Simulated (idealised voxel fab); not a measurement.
This is a process module. Its name is voxel gate over fins.
FYI the section here is cut, 205 nm wide, cells are 5 nm squares.
Heads up, the way a cross-section reads in here is a grid of square cells, handed over as bands from the top down, with every band being one or more rows of cells.
This entry defines a band. It first specifies the height of the band's top and the height of its bottom in nm, and then specifies the band's materials from left to right, stating each material with its width in nm. The word "edge to edge" identifies a single material that fills the band from edge to edge, while the word "air" identifies empty space.
Where do heights start? At 0: under that level the wafer as delivered is made of one material only. And the lowest band has no floor; it just carries on downward, as in "0..down".
The width entry "30 to 40" should be interpreted row by row: the top row of cells in the band takes the first number, the bottom row takes the second number, and the change between adjacent rows is uniform throughout.
Key: "all unchanged" - step with no changed cell in the cross-section.
"Voids lacking openings" specifies each empty space that is not open to the top and that occupies no fewer than 8 cells, using the form width x height at distance, the distance measured from the left edge and all three quantities in nm.
Whatever follows a step's settings on its line is a remark the simulator itself makes about that step.
overlay nm: how far to the right of its planned place the mask lay on this masked step (negative: to the left).

-- The planned process steps are enumerated hereunder
step 1: RECEIVE: material Si
step 2: CONFORMAL_DEP: material SiN, thk nm 5
step 3: MASKED_ETCH: tone cover, mask id FINS, width nm 15, pitch nm 55, etch materials SiN, depth nm 5, overlay nm 0
step 4: MASKED_ETCH: tone cover, mask id FINS, width nm 15, pitch nm 55, etch materials Si, depth nm 35, overlay nm 0
step 5: OXIDIZE: depth nm 5
step 6: FILL_DEP: material SiO2, thk nm 10
step 7: CMP: height nm 5
step 8: DIRECTIONAL_DEP: material aC, thk nm 15
step 9: PATTERN: tone open, mask id RAIL, material resist, width nm 15, thk nm 35, overlay nm 0
step 10: DIRECTIONAL_ETCH: etch materials aC, depth nm 15
step 11: STRIP: etch materials resist
step 12: DIRECTIONAL_ETCH: etch materials SiO2, depth nm 35
step 13: STRIP: etch materials aC
step 14: CONFORMAL_DEP: material TiN, thk nm 5
step 15: FILL_DEP: material Ru, thk nm 5
step 16: CMP: height nm 5
step 17: SELECTIVE_ETCH: etch materials W Ru TiN, depth nm 30
step 18: FILL_DEP: material SiO2, thk nm 5
step 19: CMP: height nm 5
step 20: SELECTIVE_ETCH: etch materials SiO2, depth nm 20
step 21: STRIP: etch materials SiN
step 22: CONFORMAL_DEP: material HfO2, thk nm 5
step 23: CONFORMAL_DEP: material TiN, thk nm 5
step 24: FILL_DEP: material W, thk nm 15
step 25: CMP: height nm 20
step 26: CONFORMAL_DEP: material SiCN, thk nm 5

-- What follows covers the first of two wafers; it ran as planned

-- As-received wafer cross-section (after step 1)
0..down | Si edge to edge
Voids lacking openings: none

-- Cross-section through the wafer, step 2 finished
5..0 | SiN edge to edge
Everything under 0 stays put, no change at all.

-- Cross-section through the wafer, step 3 finished
5..0 | air=40; SiN=15; air=40; SiN=15; air=40; SiN=15; air=40
Everything under 0 stays put, no change at all.

-- Cross-section through the wafer, step 4 finished
5..0 | air=40; SiN=15; air=40; SiN=15; air=40; SiN=15; air=40
0..-35 | air=40; Si=15; air=40; Si=15; air=40; Si=15; air=40
Everything under -35 stays put, no change at all.

-- Cross-section through the wafer, step 5 finished
5..0 | air=40; SiN=15; air=40; SiN=15; air=40; SiN=15; air=40
0..-35 | air=40; SiO2=5; Si=5; SiO2=5; air=40; SiO2=5; Si=5; SiO2=5; air=40; SiO2=5; Si=5; SiO2=5; air=40
-35..-40 | SiO2=45; Si=5; SiO2=50; Si=5; SiO2=50; Si=5; SiO2=45
Everything under -40 stays put, no change at all.

-- Cross-section through the wafer, step 6 finished
15..5 | SiO2 edge to edge
5..0 | SiO2=40; SiN=15; SiO2=40; SiN=15; SiO2=40; SiN=15; SiO2=40
0..-40 | SiO2=45; Si=5; SiO2=50; Si=5; SiO2=50; Si=5; SiO2=45
Everything under -40 stays put, no change at all.

-- Cross-section through the wafer, step 7 finished
5..0 | SiO2=40; SiN=15; SiO2=40; SiN=15; SiO2=40; SiN=15; SiO2=40
Everything under 0 stays put, no change at all.

-- Cross-section through the wafer, step 8 finished
20..5 | aC edge to edge
Everything under 5 stays put, no change at all.

-- Cross-section through the wafer, step 9 finished
55..20 | resist=65; air=15; resist=125
Everything under 20 stays put, no change at all.

-- Cross-section through the wafer, step 10 finished
40..20 | resist=65; air=15; resist=125
20..5 | aC=65; air=15; aC=125
Everything under 5 stays put, no change at all.

-- Cross-section through the wafer, step 11 finished
20..5 | aC=65; air=15; aC=125
Everything under 5 stays put, no change at all.

-- Cross-section through the wafer, step 12 finished
20..5 | aC=65; air=15; aC=125
5..0 | SiO2=40; SiN=15; SiO2=10; air=15; SiO2=15; SiN=15; SiO2=40; SiN=15; SiO2=40
0..-30 | SiO2=45; Si=5; SiO2=15; air=15; SiO2=20; Si=5; SiO2=50; Si=5; SiO2=45
Everything under -30 stays put, no change at all.

-- Cross-section through the wafer, step 13 finished
5..0 | SiO2=40; SiN=15; SiO2=10; air=15; SiO2=15; SiN=15; SiO2=40; SiN=15; SiO2=40
Everything under 0 stays put, no change at all.

-- Cross-section through the wafer, step 14 finished
10..5 | TiN=70; air=5; TiN=130
5..0 | SiO2=40; SiN=15; SiO2=10; TiN=5; air=5; TiN=5; SiO2=15; SiN=15; SiO2=40; SiN=15; SiO2=40
0..-25 | SiO2=45; Si=5; SiO2=15; TiN=5; air=5; TiN=5; SiO2=20; Si=5; SiO2=50; Si=5; SiO2=45
-25..-30 | SiO2=45; Si=5; SiO2=15; TiN=15; SiO2=20; Si=5; SiO2=50; Si=5; SiO2=45
Everything under -30 stays put, no change at all.

-- Cross-section through the wafer, step 15 finished
15..10 | Ru edge to edge
10..5 | TiN=70; Ru=5; TiN=130
5..0 | SiO2=40; SiN=15; SiO2=10; TiN=5; Ru=5; TiN=5; SiO2=15; SiN=15; SiO2=40; SiN=15; SiO2=40
0..-25 | SiO2=45; Si=5; SiO2=15; TiN=5; Ru=5; TiN=5; SiO2=20; Si=5; SiO2=50; Si=5; SiO2=45
Everything under -25 stays put, no change at all.

-- Cross-section through the wafer, step 16 finished
5..0 | SiO2=40; SiN=15; SiO2=10; TiN=5; Ru=5; TiN=5; SiO2=15; SiN=15; SiO2=40; SiN=15; SiO2=40
Everything under 0 stays put, no change at all.

-- Cross-section through the wafer, step 17 finished
5..0 | SiO2=40; SiN=15; SiO2=10; air=15; SiO2=15; SiN=15; SiO2=40; SiN=15; SiO2=40
0..-25 | SiO2=45; Si=5; SiO2=15; air=15; SiO2=20; Si=5; SiO2=50; Si=5; SiO2=45
Everything under -25 stays put, no change at all.

-- Cross-section through the wafer, step 18 finished
10..5 | SiO2 edge to edge
5..0 | SiO2=40; SiN=15; SiO2=40; SiN=15; SiO2=40; SiN=15; SiO2=40
0..-25 | SiO2=45; Si=5; SiO2=50; Si=5; SiO2=50; Si=5; SiO2=45
Everything under -25 stays put, no change at all.

-- Cross-section through the wafer, step 19 finished
5..0 | SiO2=40; SiN=15; SiO2=40; SiN=15; SiO2=40; SiN=15; SiO2=40
Everything under 0 stays put, no change at all.

-- Cross-section through the wafer, step 20 finished
5..0 | air=40; SiN=15; air=40; SiN=15; air=40; SiN=15; air=40
0..-15 | air=45; Si=5; air=50; Si=5; air=50; Si=5; air=45
Everything under -15 stays put, no change at all.

-- Cross-section through the wafer, step 21 finished
0..-15 | air=45; Si=5; air=50; Si=5; air=50; Si=5; air=45
Everything under -15 stays put, no change at all.

-- Cross-section through the wafer, step 22 finished
5..0 | air=40; HfO2=15; air=40; HfO2=15; air=40; HfO2=15; air=40
0..-10 | air=40; HfO2=5; Si=5; HfO2=5; air=40; HfO2=5; Si=5; HfO2=5; air=40; HfO2=5; Si=5; HfO2=5; air=40
-10..-15 | HfO2=45; Si=5; HfO2=50; Si=5; HfO2=50; Si=5; HfO2=45
Everything under -15 stays put, no change at all.

-- Cross-section through the wafer, step 23 finished
10..5 | air=35; TiN=25; air=30; TiN=25; air=30; TiN=25; air=35
5..0 | air=35; TiN=5; HfO2=15; TiN=5; air=30; TiN=5; HfO2=15; TiN=5; air=30; TiN=5; HfO2=15; TiN=5; air=35
0..-5 | air=35; TiN=5; HfO2=5; Si=5; HfO2=5; TiN=5; air=30; TiN=5; HfO2=5; Si=5; HfO2=5; TiN=5; air=30; TiN=5; HfO2=5; Si=5; HfO2=5; TiN=5; air=35
-5..-10 | TiN=40; HfO2=5; Si=5; HfO2=5; TiN=40; HfO2=5; Si=5; HfO2=5; TiN=40; HfO2=5; Si=5; HfO2=5; TiN=40
Everything under -10 stays put, no change at all.

-- Cross-section through the wafer, step 24 finished
25..10 | W edge to edge
10..5 | W=35; TiN=25; W=30; TiN=25; W=30; TiN=25; W=35
5..0 | W=35; TiN=5; HfO2=15; TiN=5; W=30; TiN=5; HfO2=15; TiN=5; W=30; TiN=5; HfO2=15; TiN=5; W=35
0..-5 | W=35; TiN=5; HfO2=5; Si=5; HfO2=5; TiN=5; W=30; TiN=5; HfO2=5; Si=5; HfO2=5; TiN=5; W=30; TiN=5; HfO2=5; Si=5; HfO2=5; TiN=5; W=35
Everything under -5 stays put, no change at all.

-- Cross-section through the wafer, step 25 finished
20..10 | W edge to edge
Everything under 10 stays put, no change at all.

-- Cross-section through the wafer, step 26 finished
25..20 | SiCN edge to edge
Everything under 20 stays put, no change at all.

-- Second wafer - shared start and plan with the first - one error in running - same as the first up to step 3 inclusive

-- Cross-section, second wafer, at the end time the plan gives for step 4
5..0 | air=40; SiN=15; air=40; SiN=15; air=40; SiN=15; air=40
0..-70 | air=40; Si=15; air=40; Si=15; air=40; Si=15; air=40
Everything under -70 stays put, no change at all.

-- Cross-section, second wafer, at the end time the plan gives for step 5
5..0 | air=40; SiN=15; air=40; SiN=15; air=40; SiN=15; air=40
0..-70 | air=40; SiO2=5; Si=5; SiO2=5; air=40; SiO2=5; Si=5; SiO2=5; air=40; SiO2=5; Si=5; SiO2=5; air=40
-70..-75 | SiO2=45; Si=5; SiO2=50; Si=5; SiO2=50; Si=5; SiO2=45
Everything under -75 stays put, no change at all.

-- Cross-section, second wafer, at the end time the plan gives for step 6
15..5 | SiO2 edge to edge
5..0 | SiO2=40; SiN=15; SiO2=40; SiN=15; SiO2=40; SiN=15; SiO2=40
0..-75 | SiO2=45; Si=5; SiO2=50; Si=5; SiO2=50; Si=5; SiO2=45
Everything under -75 stays put, no change at all.

-- Cross-section, second wafer, at the end time the plan gives for step 7
5..0 | SiO2=40; SiN=15; SiO2=40; SiN=15; SiO2=40; SiN=15; SiO2=40
Everything under 0 stays put, no change at all.

-- Cross-section, second wafer, at the end time the plan gives for step 8
20..5 | aC edge to edge
Everything under 5 stays put, no change at all.

-- Cross-section, second wafer, at the end time the plan gives for step 9
55..20 | resist=65; air=15; resist=125
Everything under 20 stays put, no change at all.

-- Cross-section, second wafer, at the end time the plan gives for step 10
40..20 | resist=65; air=15; resist=125
20..5 | aC=65; air=15; aC=125
Everything under 5 stays put, no change at all.

-- Cross-section, second wafer, at the end time the plan gives for step 11
20..5 | aC=65; air=15; aC=125
Everything under 5 stays put, no change at all.

-- Cross-section, second wafer, at the end time the plan gives for step 12
20..5 | aC=65; air=15; aC=125
5..0 | SiO2=40; SiN=15; SiO2=10; air=15; SiO2=15; SiN=15; SiO2=40; SiN=15; SiO2=40
0..-30 | SiO2=45; Si=5; SiO2=15; air=15; SiO2=20; Si=5; SiO2=50; Si=5; SiO2=45
Everything under -30 stays put, no change at all.

-- Cross-section, second wafer, at the end time the plan gives for step 13
5..0 | SiO2=40; SiN=15; SiO2=10; air=15; SiO2=15; SiN=15; SiO2=40; SiN=15; SiO2=40
Everything under 0 stays put, no change at all.

-- Cross-section, second wafer, at the end time the plan gives for step 14
10..5 | TiN=70; air=5; TiN=130
5..0 | SiO2=40; SiN=15; SiO2=10; TiN=5; air=5; TiN=5; SiO2=15; SiN=15; SiO2=40; SiN=15; SiO2=40
0..-25 | SiO2=45; Si=5; SiO2=15; TiN=5; air=5; TiN=5; SiO2=20; Si=5; SiO2=50; Si=5; SiO2=45
-25..-30 | SiO2=45; Si=5; SiO2=15; TiN=15; SiO2=20; Si=5; SiO2=50; Si=5; SiO2=45
Everything under -30 stays put, no change at all.

-- Cross-section, second wafer, at the end time the plan gives for step 15
15..10 | Ru edge to edge
10..5 | TiN=70; Ru=5; TiN=130
5..0 | SiO2=40; SiN=15; SiO2=10; TiN=5; Ru=5; TiN=5; SiO2=15; SiN=15; SiO2=40; SiN=15; SiO2=40
0..-25 | SiO2=45; Si=5; SiO2=15; TiN=5; Ru=5; TiN=5; SiO2=20; Si=5; SiO2=50; Si=5; SiO2=45
Everything under -25 stays put, no change at all.

-- Cross-section, second wafer, at the end time the plan gives for step 16
5..0 | SiO2=40; SiN=15; SiO2=10; TiN=5; Ru=5; TiN=5; SiO2=15; SiN=15; SiO2=40; SiN=15; SiO2=40
Everything under 0 stays put, no change at all.

-- Cross-section, second wafer, at the end time the plan gives for step 17
5..0 | SiO2=40; SiN=15; SiO2=10; air=15; SiO2=15; SiN=15; SiO2=40; SiN=15; SiO2=40
0..-25 | SiO2=45; Si=5; SiO2=15; air=15; SiO2=20; Si=5; SiO2=50; Si=5; SiO2=45
Everything under -25 stays put, no change at all.

-- Cross-section, second wafer, at the end time the plan gives for step 18
10..5 | SiO2 edge to edge
5..0 | SiO2=40; SiN=15; SiO2=40; SiN=15; SiO2=40; SiN=15; SiO2=40
0..-25 | SiO2=45; Si=5; SiO2=50; Si=5; SiO2=50; Si=5; SiO2=45
Everything under -25 stays put, no change at all.

-- Cross-section, second wafer, at the end time the plan gives for step 19
5..0 | SiO2=40; SiN=15; SiO2=40; SiN=15; SiO2=40; SiN=15; SiO2=40
Everything under 0 stays put, no change at all.

-- Cross-section, second wafer, at the end time the plan gives for step 20
5..0 | air=40; SiN=15; air=40; SiN=15; air=40; SiN=15; air=40
0..-15 | air=45; Si=5; air=50; Si=5; air=50; Si=5; air=45
Everything under -15 stays put, no change at all.

-- Cross-section, second wafer, at the end time the plan gives for step 21
0..-15 | air=45; Si=5; air=50; Si=5; air=50; Si=5; air=45
Everything under -15 stays put, no change at all.

-- Cross-section, second wafer, at the end time the plan gives for step 22
5..0 | air=40; HfO2=15; air=40; HfO2=15; air=40; HfO2=15; air=40
0..-10 | air=40; HfO2=5; Si=5; HfO2=5; air=40; HfO2=5; Si=5; HfO2=5; air=40; HfO2=5; Si=5; HfO2=5; air=40
-10..-15 | HfO2=45; Si=5; HfO2=50; Si=5; HfO2=50; Si=5; HfO2=45
Everything under -15 stays put, no change at all.

-- Cross-section, second wafer, at the end time the plan gives for step 23
10..5 | air=35; TiN=25; air=30; TiN=25; air=30; TiN=25; air=35
5..0 | air=35; TiN=5; HfO2=15; TiN=5; air=30; TiN=5; HfO2=15; TiN=5; air=30; TiN=5; HfO2=15; TiN=5; air=35
0..-5 | air=35; TiN=5; HfO2=5; Si=5; HfO2=5; TiN=5; air=30; TiN=5; HfO2=5; Si=5; HfO2=5; TiN=5; air=30; TiN=5; HfO2=5; Si=5; HfO2=5; TiN=5; air=35
-5..-10 | TiN=40; HfO2=5; Si=5; HfO2=5; TiN=40; HfO2=5; Si=5; HfO2=5; TiN=40; HfO2=5; Si=5; HfO2=5; TiN=40
Everything under -10 stays put, no change at all.

-- Cross-section, second wafer, at the end time the plan gives for step 24
25..10 | W edge to edge
10..5 | W=35; TiN=25; W=30; TiN=25; W=30; TiN=25; W=35
5..0 | W=35; TiN=5; HfO2=15; TiN=5; W=30; TiN=5; HfO2=15; TiN=5; W=30; TiN=5; HfO2=15; TiN=5; W=35
0..-5 | W=35; TiN=5; HfO2=5; Si=5; HfO2=5; TiN=5; W=30; TiN=5; HfO2=5; Si=5; HfO2=5; TiN=5; W=30; TiN=5; HfO2=5; Si=5; HfO2=5; TiN=5; W=35
Everything under -5 stays put, no change at all.

-- Cross-section, second wafer, at the end time the plan gives for step 25
20..10 | W edge to edge
Everything under 10 stays put, no change at all.

-- Cross-section, second wafer, at the end time the plan gives for step 26
25..20 | SiCN edge to edge
Everything under 20 stays put, no change at all.
Processing error: execution of plan step 4 occurred twice
Materials where the second wafer ends with more or fewer cells than the first: Si -266; SiO2 +266
